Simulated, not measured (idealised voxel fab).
The process module that follows is named voxel self aligned contacts.
Cross-sectional view cut (width: 300 nm; square cell size: 5 nm).
How to read a cross-section here: the picture is a grid of square cells, written as bands going from the top down, and any band can span one or more rows of cells. It is stipulated that each band's entry specify, in nanometres, the height of the top of the band and then that of its bottom, followed by the materials of the band in left-to-right sequence, each together with its width in nanometres. A single material marked by the word "edge to edge" is understood to fill the band from edge to edge; the word "air" is understood to denote empty space. For the purposes of this specification, 0 denotes the height below which the wafer in its as-received condition is composed wholly of one material, and the lowermost band, lacking a lower limit, extends downward without end, as expressed in "0..down". The notation "30..40" denotes a width that varies across the rows of cells in the band, beginning at the first number in the top row, finishing at the second number in the bottom row, and changing by an identical amount from each row to the next. "identical to before" after a step means that no cell of the cross-section changed. Closed-off voids of 8+ cells (no open route to the top) go in "Catalogued sealed voids", written width x height at distance from the left edge, in nm. Where a step's line continues beyond its settings, the continuation is a remark by the simulator itself on that step. Regarding "overlay nm": on a step with a mask, it is the distance the mask lay to the right of its planned place; a negative value places it to the left.

-- The process steps that were planned are listed below
- 1: RECEIVE [material Si]
- 2: CONFORMAL_DEP [material SiO2] [thk nm 5]
- 3: DIRECTIONAL_DEP [material polySi] [thk nm 20]
- 4: DIRECTIONAL_DEP [material SiN] [thk nm 20]
- 5: MASKED_ETCH [tone cover] [mask id GATE] [width nm 35] [pitch nm 60] [etch materials SiN] [depth nm 20] [overlay nm 0]
- 6: MASKED_ETCH [tone cover] [mask id GATE] [width nm 35] [pitch nm 60] [etch materials polySi] [depth nm 20] [overlay nm 0]
- 7: CONFORMAL_DEP [material SiN] [thk nm 5]
- 8: DIRECTIONAL_ETCH [etch materials SiN] [depth nm 5]
- 9: FILL_DEP [material SiO2] [thk nm 15]
- 10: CMP [height nm 50]
- 11: PATTERN [tone open] [mask id CONTACT] [material resist] [width nm 45] [thk nm 15] [overlay nm 0]
- 12: DIRECTIONAL_ETCH [etch materials SiO2] [depth nm 50]
- 13: STRIP [etch materials resist]
- 14: CONFORMAL_DEP [material TiN] [thk nm 5]
- 15: FILL_DEP [material W] [thk nm 10]
- 16: CMP [height nm 50]
- 17: CONFORMAL_DEP [material SiN] [thk nm 5]
Keep in mind the plan's value for the thk nm of step 14 comes from the first wafer; the wafers don't share that setting, but they do share the same starting point.

-- Sectional view: first of several wafers, as received, after step 1
  0..down  Si edge to edge
  Catalogued sealed voids: none

-- Table: wafers, a row each; end-of-module cell change per material since receipt, gain (+), loss (-); then closed voids
thk nm 5; +148 SiN; +420 SiO2; +27 TiN; +9 W; +56 polySi; Catalogued sealed voids: none
thk nm 10; +148 SiN; +420 SiO2; +36 TiN; +56 polySi; Catalogued sealed voids: none
thk nm 15; +148 SiN; +420 SiO2; +36 TiN; +56 polySi; Catalogued sealed voids: none
thk nm 20; +148 SiN; +420 SiO2; +36 TiN; +56 polySi; Catalogued sealed voids: none
